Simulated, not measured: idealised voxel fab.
The document below concerns the process module designated voxel self aligned vias.
Cross-section cut spans 295 nm and uses square cells 5 nm in size.
Reading order for cross-sections: top band down to bottom band. Underlying form: a grid of square cells. Band size: one or more rows of cells. Band: top height; bottom height; in nm. Then, left to right: material with width in nm, for each material. "everywhere": a single material spanning edge to edge. "empty": empty space. Heads up on the height convention: 0 is the point under which the incoming wafer is all one material, and the lowest band has no bottom, it just keeps going down, like "0 down". With a width like "30..40", each row of cells in the band differs from the next by the same amount, the top row carrying the first number and the bottom row the second. "left unchanged" (step): cross-section cells unchanged, all of them. "Enclosed empty spaces" enumerates empty spaces isolated from the top, with no open way to it, that contain at least 8 cells, giving each as width x height at distance from the left edge, all three in nm. Text after the settings on a step's line: the simulator's own remark on that step. You can add "overlay nm" to a step's line. For a step with a mask, it describes how far the mask lay to the right of its planned position, and a negative number describes a lay to the left. Read the rest as pairs. Take the cross-section before one process step, then the cross-section after it, which shows only down to the lowest band that changed. Under the pair, find the step between them and its settings. Bear in mind that pairs may come from different runs of this module on the same starting wafer: link a pair to the pair above it only where its entry headed "Status before step" says to.
**Status before step**
    0 down  Si everywhere
    Enclosed empty spaces: none
**Resultant Cross-Section**
    15 to 0  SiO2 everywhere
    Heights below 0 show no change.
    Enclosed empty spaces: none
It is this step that lies between the two cross-sections above: CONFORMAL_DEP with material SiO2, thk nm 15
Status before step: the cross-section after the pair above
**Resultant Cross-Section**
    20 to 15  SiCN everywhere
    Heights below 15 show no change.
    Enclosed empty spaces: none
It is this step that lies between the two cross-sections above: CONFORMAL_DEP with material SiCN, thk nm 5
Status before step: the cross-section after the pair above
**Resultant Cross-Section**
    40 to 20  SiO2 everywhere
    Heights below 20 show no change.
    Enclosed empty spaces: none
It is this step that lies between the two cross-sections above: DIRECTIONAL_DEP with material SiO2, thk nm 20
Status before step: the cross-section after the pair above
**Resultant Cross-Section**
    55 to 40  resist (75); empty (20); resist (40); empty (20); resist (40); empty (20); resist (80)
    Heights below 40 show no change.
    Enclosed empty spaces: none
It is this step that lies between the two cross-sections above: PATTERN with tone open, mask id LINES, material resist, width nm 20, pitch nm 60, thk nm 15, overlay nm 0
Status before step: the cross-section after the pair above
**Resultant Cross-Section**
    55 to 40  resist (75); empty (20); resist (40); empty (20); resist (40); empty (20); resist (80)
    40 to 20  SiO2 (75); empty (20); SiO2 (40); empty (20); SiO2 (40); empty (20); SiO2 (80)
    Heights below 20 show no change.
    Enclosed empty spaces: none
It is this step that lies between the two cross-sections above: DIRECTIONAL_ETCH with etch materials SiO2, depth nm 20
Status before step: the cross-section after the pair above
**Resultant Cross-Section**
    40 to 20  SiO2 (75); empty (20); SiO2 (40); empty (20); SiO2 (40); empty (20); SiO2 (80)
    Heights below 20 show no change.
    Enclosed empty spaces: none
It is this step that lies between the two cross-sections above: STRIP with etch materials resist
Status before step: the cross-section after the pair above
**Resultant Cross-Section**
    45 to 40  TiN (80); empty (10); TiN (50); empty (10); TiN (50); empty (10); TiN (85)
    40 to 25  SiO2 (75); TiN (5); empty (10); TiN (5); SiO2 (40); TiN (5); empty (10); TiN (5); SiO2 (40); TiN (5); empty (10); TiN (5); SiO2 (80)
    25 to 20  SiO2 (75); TiN (20); SiO2 (40); TiN (20); SiO2 (40); TiN (20); SiO2 (80)
    Heights below 20 show no change.
    Enclosed empty spaces: none
It is this step that lies between the two cross-sections above: CONFORMAL_DEP with material TiN, thk nm 5
Status before step: the cross-section after the pair above
**Resultant Cross-Section**
    50 to 45  Ru everywhere
    45 to 40  TiN (80); Ru (10); TiN (50); Ru (10); TiN (50); Ru (10); TiN (85)
    40 to 25  SiO2 (75); TiN (5); Ru (10); TiN (5); SiO2 (40); TiN (5); Ru (10); TiN (5); SiO2 (40); TiN (5); Ru (10); TiN (5); SiO2 (80)
    Heights below 25 show no change.
    Enclosed empty spaces: none
It is this step that lies between the two cross-sections above: FILL_DEP with material Ru, thk nm 5
Status before step: the cross-section after the pair above
**Resultant Cross-Section**
    40 to 25  SiO2 (75); TiN (5); Ru (10); TiN (5); SiO2 (40); TiN (5); Ru (10); TiN (5); SiO2 (40); TiN (5); Ru (10); TiN (5); SiO2 (80)
    Heights below 25 show no change.
    Enclosed empty spaces: none
It is this step that lies between the two cross-sections above: CMP with height nm 40
Status before step: the cross-section after the pair above
**Resultant Cross-Section**
    40 to 35  SiO2 (75); empty (20); SiO2 (40); empty (20); SiO2 (40); empty (20); SiO2 (80)
    Heights below 35 show no change.
    Enclosed empty spaces: none
It is this step that lies between the two cross-sections above: SELECTIVE_ETCH with etch materials W Ru TiN, depth nm 5
Status before step: the cross-section after the pair above
**Resultant Cross-Section**
    45 to 40  SiN everywhere
    40 to 35  SiO2 (75); SiN (20); SiO2 (40); SiN (20); SiO2 (40); SiN (20); SiO2 (80)
    Heights below 35 show no change.
    Enclosed empty spaces: none
It is this step that lies between the two cross-sections above: FILL_DEP with material SiN, thk nm 5
Status before step: the cross-section after the pair above
**Resultant Cross-Section**
    40 to 35  SiO2 (75); SiN (20); SiO2 (40); SiN (20); SiO2 (40); SiN (20); SiO2 (80)
    Heights below 35 show no change.
    Enclosed empty spaces: none
It is this step that lies between the two cross-sections above: CMP with height nm 40
Status before step: the cross-section after the pair above
**Resultant Cross-Section**
    60 to 40  SiO2 everywhere
    Heights below 40 show no change.
    Enclosed empty spaces: none
It is this step that lies between the two cross-sections above: DIRECTIONAL_DEP with material SiO2, thk nm 20
Status before step: the cross-section after the pair above
**Resultant Cross-Section**
    80 to 60  resist (70); empty (30); resist (30); empty (30); resist (30); empty (30); resist (75)
    Heights below 60 show no change.
    Enclosed empty spaces: none
It is this step that lies between the two cross-sections above: PATTERN with tone open, mask id VIAS, material resist, width nm 30, pitch nm 60, thk nm 20, overlay nm 0
Status before step: the cross-section after the pair above
**Resultant Cross-Section**
    80 to 60  resist (70); empty (30); resist (30); empty (30); resist (30); empty (30); resist (75)
    60 to 40  SiO2 (70); empty (30); SiO2 (30); empty (30); SiO2 (30); empty (30); SiO2 (75)
    Heights below 40 show no change.
    Enclosed empty spaces: none
It is this step that lies between the two cross-sections above: DIRECTIONAL_ETCH with etch materials SiO2, depth nm 20
Status before step: the cross-section after the pair above
**Resultant Cross-Section**
    80 to 60  resist (70); empty (30); resist (30); empty (30); resist (30); empty (30); resist (75)
    60 to 40  SiO2 (70); empty (30); SiO2 (30); empty (30); SiO2 (30); empty (30); SiO2 (75)
    40 to 35  SiO2 (75); empty (20); SiO2 (40); empty (20); SiO2 (40); empty (20); SiO2 (80)
    Heights below 35 show no change.
    Enclosed empty spaces: none
It is this step that lies between the two cross-sections above: DIRECTIONAL_ETCH with etch materials SiN, depth nm 5
Status before step: the cross-section after the pair above
**Resultant Cross-Section**
    60 to 40  SiO2 (70); empty (30); SiO2 (30); empty (30); SiO2 (30); empty (30); SiO2 (75)
    Heights below 40 show no change.
    Enclosed empty spaces: none
It is this step that lies between the two cross-sections above: STRIP with etch materials resist
Status before step: the cross-section after the pair above
**Resultant Cross-Section**
    65 to 60  TiN (75); empty (20); TiN (40); empty (20); TiN (40); empty (20); TiN (80)
    60 to 45  SiO2 (70); TiN (5); empty (20); TiN (5); SiO2 (30); TiN (5); empty (20); TiN (5); SiO2 (30); TiN (5); empty (20); TiN (5); SiO2 (75)
    45 to 40  SiO2 (70); TiN (10); empty (10); TiN (10); SiO2 (30); TiN (10); empty (10); TiN (10); SiO2 (30); TiN (10); empty (10); TiN (10); SiO2 (75)
    40 to 35  SiO2 (75); TiN (20); SiO2 (40); TiN (20); SiO2 (40); TiN (20); SiO2 (80)
    Heights below 35 show no change.
    Enclosed empty spaces: none
It is this step that lies between the two cross-sections above: CONFORMAL_DEP with material TiN, thk nm 5
Status before step: the cross-section after the pair above
**Resultant Cross-Section**
    75 to 65  Cu everywhere
    65 to 60  TiN (75); Cu (20); TiN (40); Cu (20); TiN (40); Cu (20); TiN (80)
    60 to 45  SiO2 (70); TiN (5); Cu (20); TiN (5); SiO2 (30); TiN (5); Cu (20); TiN (5); SiO2 (30); TiN (5); Cu (20); TiN (5); SiO2 (75)
    45 to 40  SiO2 (70); TiN (10); Cu (10); TiN (10); SiO2 (30); TiN (10); Cu (10); TiN (10); SiO2 (30); TiN (10); Cu (10); TiN (10); SiO2 (75)
    Heights below 40 show no change.
    Enclosed empty spaces: none
It is this step that lies between the two cross-sections above: FILL_DEP with material Cu, thk nm 10
Status before step: the cross-section after the pair above
**Resultant Cross-Section**
    60 to 45  SiO2 (70); TiN (5); Cu (20); TiN (5); SiO2 (30); TiN (5); Cu (20); TiN (5); SiO2 (30); TiN (5); Cu (20); TiN (5); SiO2 (75)
    Heights below 45 show no change.
    Enclosed empty spaces: none
It is this step that lies between the two cross-sections above: CMP with height nm 60
Status before step: the cross-section after the pair above
**Resultant Cross-Section**
    65 to 60  SiN everywhere
    Heights below 60 show no change.
    Enclosed empty spaces: none
It is this step that lies between the two cross-sections above: CONFORMAL_DEP with material SiN, thk nm 5
**Status before step**
    75 to 65  Cu everywhere
    65 to 60  TiN (75); Cu (20); TiN (40); Cu (20); TiN (40); Cu (20); TiN (80)
    60 to 45  SiO2 (70); TiN (5); Cu (20); TiN (5); SiO2 (30); TiN (5); Cu (20); TiN (5); SiO2 (30); TiN (5); Cu (20); TiN (5); SiO2 (75)
    45 to 40  SiO2 (70); TiN (10); Cu (10); TiN (10); SiO2 (30); TiN (10); Cu (10); TiN (10); SiO2 (30); TiN (10); Cu (10); TiN (10); SiO2 (75)
    40 to 35  SiO2 (75); TiN (20); SiO2 (40); TiN (20); SiO2 (40); TiN (20); SiO2 (80)
    35 to 25  SiO2 (75); TiN (5); Ru (10); TiN (5); SiO2 (40); TiN (5); Ru (10); TiN (5); SiO2 (40); TiN (5); Ru (10); TiN (5); SiO2 (80)
    25 to 20  SiO2 (75); TiN (20); SiO2 (40); TiN (20); SiO2 (40); TiN (20); SiO2 (80)
    20 to 15  SiCN everywhere
    15 to 0  SiO2 everywhere
    0 down  Si everywhere
    Enclosed empty spaces: none
**Resultant Cross-Section**
    80 to 75  SiN everywhere
    Heights below 75 show no change.
    Enclosed empty spaces: none
It is this step that lies between the two cross-sections above: CONFORMAL_DEP with material SiN, thk nm 5
**Status before step**
    15 to 0  SiO2 everywhere
    0 down  Si everywhere
    Enclosed empty spaces: none
**Resultant Cross-Section**
    30 to 0  SiO2 everywhere
    Heights below 0 show no change.
    Enclosed empty spaces: none
It is this step that lies between the two cross-sections above: CONFORMAL_DEP with material SiO2, thk nm 15
Status before step: the cross-section after the pair above
**Resultant Cross-Section**
    35 to 30  SiCN everywhere
    Heights below 30 show no change.
    Enclosed empty spaces: none
It is this step that lies between the two cross-sections above: CONFORMAL_DEP with material SiCN, thk nm 5
Status before step: the cross-section after the pair above
**Resultant Cross-Section**
    55 to 35  SiO2 everywhere
    Heights below 35 show no change.
    Enclosed empty spaces: none
It is this step that lies between the two cross-sections above: DIRECTIONAL_DEP with material SiO2, thk nm 20
Status before step: the cross-section after the pair above
**Resultant Cross-Section**
    70 to 55  resist (75); empty (20); resist (40); empty (20); resist (40); empty (20); resist (80)
    Heights below 55 show no change.
    Enclosed empty spaces: none
It is this step that lies between the two cross-sections above: PATTERN with tone open, mask id LINES, material resist, width nm 20, pitch nm 60, thk nm 15, overlay nm 0
Status before step: the cross-section after the pair above
**Resultant Cross-Section**
    70 to 55  resist (75); empty (20); resist (40); empty (20); resist (40); empty (20); resist (80)
    55 to 35  SiO2 (75); empty (20); SiO2 (40); empty (20); SiO2 (40); empty (20); SiO2 (80)
    Heights below 35 show no change.
    Enclosed empty spaces: none
It is this step that lies between the two cross-sections above: DIRECTIONAL_ETCH with etch materials SiO2, depth nm 20
Status before step: the cross-section after the pair above
**Resultant Cross-Section**
    55 to 35  SiO2 (75); empty (20); SiO2 (40); empty (20); SiO2 (40); empty (20); SiO2 (80)
    Heights below 35 show no change.
    Enclosed empty spaces: none
It is this step that lies between the two cross-sections above: STRIP with etch materials resist
Status before step: the cross-section after the pair above
**Resultant Cross-Section**
    60 to 55  TiN (80); empty (10); TiN (50); empty (10); TiN (50); empty (10); TiN (85)
    55 to 40  SiO2 (75); TiN (5); empty (10); TiN (5); SiO2 (40); TiN (5); empty (10); TiN (5); SiO2 (40); TiN (5); empty (10); TiN (5); SiO2 (80)
    40 to 35  SiO2 (75); TiN (20); SiO2 (40); TiN (20); SiO2 (40); TiN (20); SiO2 (80)
    Heights below 35 show no change.
    Enclosed empty spaces: none
It is this step that lies between the two cross-sections above: CONFORMAL_DEP with material TiN, thk nm 5
Status before step: the cross-section after the pair above
**Resultant Cross-Section**
    65 to 60  Ru everywhere
    60 to 55  TiN (80); Ru (10); TiN (50); Ru (10); TiN (50); Ru (10); TiN (85)
    55 to 40  SiO2 (75); TiN (5); Ru (10); TiN (5); SiO2 (40); TiN (5); Ru (10); TiN (5); SiO2 (40); TiN (5); Ru (10); TiN (5); SiO2 (80)
    Heights below 40 show no change.
    Enclosed empty spaces: none
It is this step that lies between the two cross-sections above: FILL_DEP with material Ru, thk nm 5
Status before step: the cross-section after the pair above
**Resultant Cross-Section**
    40 to 35  SiO2 (75); TiN (20); SiO2 (40); TiN (20); SiO2 (40); TiN (20); SiO2 (80)
    Heights below 35 show no change.
    Enclosed empty spaces: none
It is this step that lies between the two cross-sections above: CMP with height nm 40
Status before step: the cross-section after the pair above
**Resultant Cross-Section**
    40 to 35  SiO2 (75); empty (20); SiO2 (40); empty (20); SiO2 (40); empty (20); SiO2 (80)
    Heights below 35 show no change.
    Enclosed empty spaces: none
It is this step that lies between the two cross-sections above: SELECTIVE_ETCH with etch materials W Ru TiN, depth nm 5
Status before step: the cross-section after the pair above
**Resultant Cross-Section**
    45 to 40  SiN everywhere
    40 to 35  SiO2 (75); SiN (20); SiO2 (40); SiN (20); SiO2 (40); SiN (20); SiO2 (80)
    Heights below 35 show no change.
    Enclosed empty spaces: none
It is this step that lies between the two cross-sections above: FILL_DEP with material SiN, thk nm 5
Status before step: the cross-section after the pair above
**Resultant Cross-Section**
    40 to 35  SiO2 (75); SiN (20); SiO2 (40); SiN (20); SiO2 (40); SiN (20); SiO2 (80)
    Heights below 35 show no change.
    Enclosed empty spaces: none
It is this step that lies between the two cross-sections above: CMP with height nm 40
Status before step: the cross-section after the pair above
**Resultant Cross-Section**
    60 to 40  SiO2 everywhere
    Heights below 40 show no change.
    Enclosed empty spaces: none
It is this step that lies between the two cross-sections above: DIRECTIONAL_DEP with material SiO2, thk nm 20
Status before step: the cross-section after the pair above
**Resultant Cross-Section**
    80 to 60  resist (70); empty (30); resist (30); empty (30); resist (30); empty (30); resist (75)
    Heights below 60 show no change.
    Enclosed empty spaces: none
It is this step that lies between the two cross-sections above: PATTERN with tone open, mask id VIAS, material resist, width nm 30, pitch nm 60, thk nm 20, overlay nm 0
Status before step: the cross-section after the pair above
**Resultant Cross-Section**
    80 to 60  resist (70); empty (30); resist (30); empty (30); resist (30); empty (30); resist (75)
    60 to 40  SiO2 (70); empty (30); SiO2 (30); empty (30); SiO2 (30); empty (30); SiO2 (75)
    Heights below 40 show no change.
    Enclosed empty spaces: none
It is this step that lies between the two cross-sections above: DIRECTIONAL_ETCH with etch materials SiO2, depth nm 20
Status before step: the cross-section after the pair above
**Resultant Cross-Section**
    80 to 60  resist (70); empty (30); resist (30); empty (30); resist (30); empty (30); resist (75)
    60 to 40  SiO2 (70); empty (30); SiO2 (30); empty (30); SiO2 (30); empty (30); SiO2 (75)
    40 to 35  SiO2 (75); empty (20); SiO2 (40); empty (20); SiO2 (40); empty (20); SiO2 (80)
    Heights below 35 show no change.
    Enclosed empty spaces: none
It is this step that lies between the two cross-sections above: DIRECTIONAL_ETCH with etch materials SiN, depth nm 5
Status before step: the cross-section after the pair above
**Resultant Cross-Section**
    60 to 40  SiO2 (70); empty (30); SiO2 (30); empty (30); SiO2 (30); empty (30); SiO2 (75)
    Heights below 40 show no change.
    Enclosed empty spaces: none
It is this step that lies between the two cross-sections above: STRIP with etch materials resist
Status before step: the cross-section after the pair above
**Resultant Cross-Section**
    65 to 60  TiN (75); empty (20); TiN (40); empty (20); TiN (40); empty (20); TiN (80)
    60 to 45  SiO2 (70); TiN (5); empty (20); TiN (5); SiO2 (30); TiN (5); empty (20); TiN (5); SiO2 (30); TiN (5); empty (20); TiN (5); SiO2 (75)
    45 to 40  SiO2 (70); TiN (10); empty (10); TiN (10); SiO2 (30); TiN (10); empty (10); TiN (10); SiO2 (30); TiN (10); empty (10); TiN (10); SiO2 (75)
    40 to 35  SiO2 (75); TiN (20); SiO2 (40); TiN (20); SiO2 (40); TiN (20); SiO2 (80)
    Heights below 35 show no change.
    Enclosed empty spaces: none
It is this step that lies between the two cross-sections above: CONFORMAL_DEP with material TiN, thk nm 5
Status before step: the cross-section after the pair above
**Resultant Cross-Section**
    75 to 65  Cu everywhere
    65 to 60  TiN (75); Cu (20); TiN (40); Cu (20); TiN (40); Cu (20); TiN (80)
    60 to 45  SiO2 (70); TiN (5); Cu (20); TiN (5); SiO2 (30); TiN (5); Cu (20); TiN (5); SiO2 (30); TiN (5); Cu (20); TiN (5); SiO2 (75)
    45 to 40  SiO2 (70); TiN (10); Cu (10); TiN (10); SiO2 (30); TiN (10); Cu (10); TiN (10); SiO2 (30); TiN (10); Cu (10); TiN (10); SiO2 (75)
    Heights below 40 show no change.
    Enclosed empty spaces: none
It is this step that lies between the two cross-sections above: FILL_DEP with material Cu, thk nm 10
Status before step: the cross-section after the pair above
**Resultant Cross-Section**
    60 to 45  SiO2 (70); TiN (5); Cu (20); TiN (5); SiO2 (30); TiN (5); Cu (20); TiN (5); SiO2 (30); TiN (5); Cu (20); TiN (5); SiO2 (75)
    Heights below 45 show no change.
    Enclosed empty spaces: none
It is this step that lies between the two cross-sections above: CMP with height nm 60
Status before step: the cross-section after the pair above
**Resultant Cross-Section**
    65 to 60  SiN everywhere
    Heights below 60 show no change.
    Enclosed empty spaces: none
It is this step that lies between the two cross-sections above: CONFORMAL_DEP with material SiN, thk nm 5
**Status before step**
    15 to 0  SiO2 everywhere
    0 down  Si everywhere
    Enclosed empty spaces: none
**Resultant Cross-Section**
    35 to 0  SiO2 everywhere
    Heights below 0 show no change.
    Enclosed empty spaces: none
It is this step that lies between the two cross-sections above: DIRECTIONAL_DEP with material SiO2, thk nm 20
Status before step: the cross-section after the pair above
**Resultant Cross-Section**
    40 to 35  SiCN everywhere
    Heights below 35 show no change.
    Enclosed empty spaces: none
It is this step that lies between the two cross-sections above: CONFORMAL_DEP with material SiCN, thk nm 5
Status before step: the cross-section after the pair above
**Resultant Cross-Section**
    55 to 40  resist (75); empty (20); resist (40); empty (20); resist (40); empty (20); resist (80)
    Heights below 40 show no change.
    Enclosed empty spaces: none
It is this step that lies between the two cross-sections above: PATTERN with tone open, mask id LINES, material resist, width nm 20, pitch nm 60, thk nm 15, overlay nm 0
Status before step: the cross-section after the pair above
**Resultant Cross-Section**
    40 to 35  SiCN everywhere
    Heights below 35 show no change.
    Enclosed empty spaces: none
It is this step that lies between the two cross-sections above: STRIP with etch materials resist
Status before step: the cross-section after the pair above
**Resultant Cross-Section**
    45 to 40  TiN everywhere
    Heights below 40 show no change.
    Enclosed empty spaces: none
It is this step that lies between the two cross-sections above: CONFORMAL_DEP with material TiN, thk nm 5
Status before step: the cross-section after the pair above
**Resultant Cross-Section**
    50 to 45  Ru everywhere
    Heights below 45 show no change.
    Enclosed empty spaces: none
It is this step that lies between the two cross-sections above: FILL_DEP with material Ru, thk nm 5
Status before step: the cross-section after the pair above
**Resultant Cross-Section**
    40 to 35  SiCN everywhere
    Heights below 35 show no change.
    Enclosed empty spaces: none
It is this step that lies between the two cross-sections above: CMP with height nm 40
Status before step: the cross-section after the pair above
**Resultant Cross-Section**
    45 to 40  SiN everywhere
    Heights below 40 show no change.
    Enclosed empty spaces: none
It is this step that lies between the two cross-sections above: FILL_DEP with material SiN, thk nm 5
Status before step: the cross-section after the pair above
**Resultant Cross-Section**
    40 to 35  SiCN everywhere
    Heights below 35 show no change.
    Enclosed empty spaces: none
It is this step that lies between the two cross-sections above: CMP with height nm 40
Status before step: the cross-section after the pair above
**Resultant Cross-Section**
    60 to 40  SiO2 everywhere
    Heights below 40 show no change.
    Enclosed empty spaces: none
It is this step that lies between the two cross-sections above: DIRECTIONAL_DEP with material SiO2, thk nm 20
Status before step: the cross-section after the pair above
**Resultant Cross-Section**
    80 to 60  resist (70); empty (30); resist (30); empty (30); resist (30); empty (30); resist (75)
    Heights below 60 show no change.
    Enclosed empty spaces: none
It is this step that lies between the two cross-sections above: PATTERN with tone open, mask id VIAS, material resist, width nm 30, pitch nm 60, thk nm 20, overlay nm 0
Status before step: the cross-section after the pair above
**Resultant Cross-Section**
    80 to 60  resist (70); empty (30); resist (30); empty (30); resist (30); empty (30); resist (75)
    60 to 40  SiO2 (70); empty (30); SiO2 (30); empty (30); SiO2 (30); empty (30); SiO2 (75)
    Heights below 40 show no change.
    Enclosed empty spaces: none
It is this step that lies between the two cross-sections above: DIRECTIONAL_ETCH with etch materials SiO2, depth nm 20
Status before step: the cross-section after the pair above
**Resultant Cross-Section**
    60 to 40  SiO2 (70); empty (30); SiO2 (30); empty (30); SiO2 (30); empty (30); SiO2 (75)
    Heights below 40 show no change.
    Enclosed empty spaces: none
It is this step that lies between the two cross-sections above: STRIP with etch materials resist
Status before step: the cross-section after the pair above
**Resultant Cross-Section**
    65 to 60  TiN (75); empty (20); TiN (40); empty (20); TiN (40); empty (20); TiN (80)
    60 to 45  SiO2 (70); TiN (5); empty (20); TiN (5); SiO2 (30); TiN (5); empty (20); TiN (5); SiO2 (30); TiN (5); empty (20); TiN (5); SiO2 (75)
    45 to 40  SiO2 (70); TiN (30); SiO2 (30); TiN (30); SiO2 (30); TiN (30); SiO2 (75)
    Heights below 40 show no change.
    Enclosed empty spaces: none
It is this step that lies between the two cross-sections above: CONFORMAL_DEP with material TiN, thk nm 5
Status before step: the cross-section after the pair above
**Resultant Cross-Section**
    75 to 65  Cu everywhere
    65 to 60  TiN (75); Cu (20); TiN (40); Cu (20); TiN (40); Cu (20); TiN (80)
    60 to 45  SiO2 (70); TiN (5); Cu (20); TiN (5); SiO2 (30); TiN (5); Cu (20); TiN (5); SiO2 (30); TiN (5); Cu (20); TiN (5); SiO2 (75)
    Heights below 45 show no change.
    Enclosed empty spaces: none
It is this step that lies between the two cross-sections above: FILL_DEP with material Cu, thk nm 10
Status before step: the cross-section after the pair above
**Resultant Cross-Section**
    60 to 45  SiO2 (70); TiN (5); Cu (20); TiN (5); SiO2 (30); TiN (5); Cu (20); TiN (5); SiO2 (30); TiN (5); Cu (20); TiN (5); SiO2 (75)
    Heights below 45 show no change.
    Enclosed empty spaces: none
It is this step that lies between the two cross-sections above: CMP with height nm 60
Status before step: the cross-section after the pair above
**Resultant Cross-Section**
    65 to 60  SiN everywhere
    Heights below 60 show no change.
    Enclosed empty spaces: none
It is this step that lies between the two cross-sections above: CONFORMAL_DEP with material SiN, thk nm 5
**Status before step**
    0 down  Si everywhere
    Enclosed empty spaces: none
**Resultant Cross-Section**
    5 to 0  SiO2 everywhere
    Heights below 0 show no change.
    Enclosed empty spaces: none
It is this step that lies between the two cross-sections above: CONFORMAL_DEP with material SiO2, thk nm 5
Status before step: the cross-section after the pair above
**Resultant Cross-Section**
    10 to 5  SiCN everywhere
    Heights below 5 show no change.
    Enclosed empty spaces: none
It is this step that lies between the two cross-sections above: CONFORMAL_DEP with material SiCN, thk nm 5
Status before step: the cross-section after the pair above
**Resultant Cross-Section**
    30 to 10  SiO2 everywhere
    Heights below 10 show no change.
    Enclosed empty spaces: none
It is this step that lies between the two cross-sections above: DIRECTIONAL_DEP with material SiO2, thk nm 20
Status before step: the cross-section after the pair above
**Resultant Cross-Section**
    45 to 30  resist (75); empty (20); resist (40); empty (20); resist (40); empty (20); resist (80)
    Heights below 30 show no change.
    Enclosed empty spaces: none
It is this step that lies between the two cross-sections above: PATTERN with tone open, mask id LINES, material resist, width nm 20, pitch nm 60, thk nm 15, overlay nm 0
Status before step: the cross-section after the pair above
**Resultant Cross-Section**
    45 to 30  resist (75); empty (20); resist (40); empty (20); resist (40); empty (20); resist (80)
    30 to 10  SiO2 (75); empty (20); SiO2 (40); empty (20); SiO2 (40); empty (20); SiO2 (80)
    Heights below 10 show no change.
    Enclosed empty spaces: none
It is this step that lies between the two cross-sections above: DIRECTIONAL_ETCH with etch materials SiO2, depth nm 20
Status before step: the cross-section after the pair above
**Resultant Cross-Section**
    30 to 10  SiO2 (75); empty (20); SiO2 (40); empty (20); SiO2 (40); empty (20); SiO2 (80)
    Heights below 10 show no change.
    Enclosed empty spaces: none
It is this step that lies between the two cross-sections above: STRIP with etch materials resist
Status before step: the cross-section after the pair above
**Resultant Cross-Section**
    35 to 30  TiN (80); empty (10); TiN (50); empty (10); TiN (50); empty (10); TiN (85)
    30 to 15  SiO2 (75); TiN (5); empty (10); TiN (5); SiO2 (40); TiN (5); empty (10); TiN (5); SiO2 (40); TiN (5); empty (10); TiN (5); SiO2 (80)
    15 to 10  SiO2 (75); TiN (20); SiO2 (40); TiN (20); SiO2 (40); TiN (20); SiO2 (80)
    Heights below 10 show no change.
    Enclosed empty spaces: none
It is this step that lies between the two cross-sections above: CONFORMAL_DEP with material TiN, thk nm 5
Status before step: the cross-section after the pair above
**Resultant Cross-Section**
    40 to 35  Ru everywhere
    35 to 30  TiN (80); Ru (10); TiN (50); Ru (10); TiN (50); Ru (10); TiN (85)
    30 to 15  SiO2 (75); TiN (5); Ru (10); TiN (5); SiO2 (40); TiN (5); Ru (10); TiN (5); SiO2 (40); TiN (5); Ru (10); TiN (5); SiO2 (80)
    Heights below 15 show no change.
    Enclosed empty spaces: none
It is this step that lies between the two cross-sections above: FILL_DEP with material Ru, thk nm 5
Status before step: the cross-section after the pair above
**Resultant Cross-Section**
    35 to 30  TiN (80); Ru (10); TiN (50); Ru (10); TiN (50); Ru (10); TiN (85)
    Heights below 30 show no change.
    Enclosed empty spaces: none
It is this step that lies between the two cross-sections above: SELECTIVE_ETCH with etch materials W Ru TiN, depth nm 5
Status before step: the cross-section after the pair above
**Resultant Cross-Section**
    40 to 35  SiN everywhere
    Heights below 35 show no change.
    Enclosed empty spaces: none
It is this step that lies between the two cross-sections above: FILL_DEP with material SiN, thk nm 5
Status before step: the cross-section after the pair above
**Resultant Cross-Section**
    60 to 40  SiO2 everywhere
    Heights below 40 show no change.
    Enclosed empty spaces: none
It is this step that lies between the two cross-sections above: DIRECTIONAL_DEP with material SiO2, thk nm 20
Status before step: the cross-section after the pair above
**Resultant Cross-Section**
    80 to 60  resist (70); empty (30); resist (30); empty (30); resist (30); empty (30); resist (75)
    Heights below 60 show no change.
    Enclosed empty spaces: none
It is this step that lies between the two cross-sections above: PATTERN with tone open, mask id VIAS, material resist, width nm 30, pitch nm 60, thk nm 20, overlay nm 0
Status before step: the cross-section after the pair above
**Resultant Cross-Section**
    80 to 60  resist (70); empty (30); resist (30); empty (30); resist (30); empty (30); resist (75)
    60 to 40  SiO2 (70); empty (30); SiO2 (30); empty (30); SiO2 (30); empty (30); SiO2 (75)
    Heights below 40 show no change.
    Enclosed empty spaces: none
It is this step that lies between the two cross-sections above: DIRECTIONAL_ETCH with etch materials SiO2, depth nm 20
Status before step: the cross-section after the pair above
**Resultant Cross-Section**
    80 to 60  resist (70); empty (30); resist (30); empty (30); resist (30); empty (30); resist (75)
    60 to 40  SiO2 (70); empty (30); SiO2 (30); empty (30); SiO2 (30); empty (30); SiO2 (75)
    40 to 35  SiN (70); empty (30); SiN (30); empty (30); SiN (30); empty (30); SiN (75)
    Heights below 35 show no change.
    Enclosed empty spaces: none
It is this step that lies between the two cross-sections above: DIRECTIONAL_ETCH with etch materials SiN, depth nm 5
Status before step: the cross-section after the pair above
**Resultant Cross-Section**
    60 to 40  SiO2 (70); empty (30); SiO2 (30); empty (30); SiO2 (30); empty (30); SiO2 (75)
    Heights below 40 show no change.
    Enclosed empty spaces: none
It is this step that lies between the two cross-sections above: STRIP with etch materials resist
Status before step: the cross-section after the pair above
**Resultant Cross-Section**
    65 to 60  TiN (75); empty (20); TiN (40); empty (20); TiN (40); empty (20); TiN (80)
    60 to 40  SiO2 (70); TiN (5); empty (20); TiN (5); SiO2 (30); TiN (5); empty (20); TiN (5); SiO2 (30); TiN (5); empty (20); TiN (5); SiO2 (75)
    40 to 35  SiN (70); TiN (30); SiN (30); TiN (30); SiN (30); TiN (30); SiN (75)
    Heights below 35 show no change.
    Enclosed empty spaces: none
It is this step that lies between the two cross-sections above: CONFORMAL_DEP with material TiN, thk nm 5
Status before step: the cross-section after the pair above
**Resultant Cross-Section**
    75 to 65  Cu everywhere
    65 to 60  TiN (75); Cu (20); TiN (40); Cu (20); TiN (40); Cu (20); TiN (80)
    60 to 40  SiO2 (70); TiN (5); Cu (20); TiN (5); SiO2 (30); TiN (5); Cu (20); TiN (5); SiO2 (30); TiN (5); Cu (20); TiN (5); SiO2 (75)
    Heights below 40 show no change.
    Enclosed empty spaces: none
It is this step that lies between the two cross-sections above: FILL_DEP with material Cu, thk nm 10
Status before step: the cross-section after the pair above
**Resultant Cross-Section**
    60 to 40  SiO2 (70); TiN (5); Cu (20); TiN (5); SiO2 (30); TiN (5); Cu (20); TiN (5); SiO2 (30); TiN (5); Cu (20); TiN (5); SiO2 (75)
    Heights below 40 show no change.
    Enclosed empty spaces: none
It is this step that lies between the two cross-sections above: CMP with height nm 60
Status before step: the cross-section after the pair above
**Resultant Cross-Section**
    65 to 60  SiN everywhere
    Heights below 60 show no change.
    Enclosed empty spaces: none
It is this step that lies between the two cross-sections above: CONFORMAL_DEP with material SiN, thk nm 5
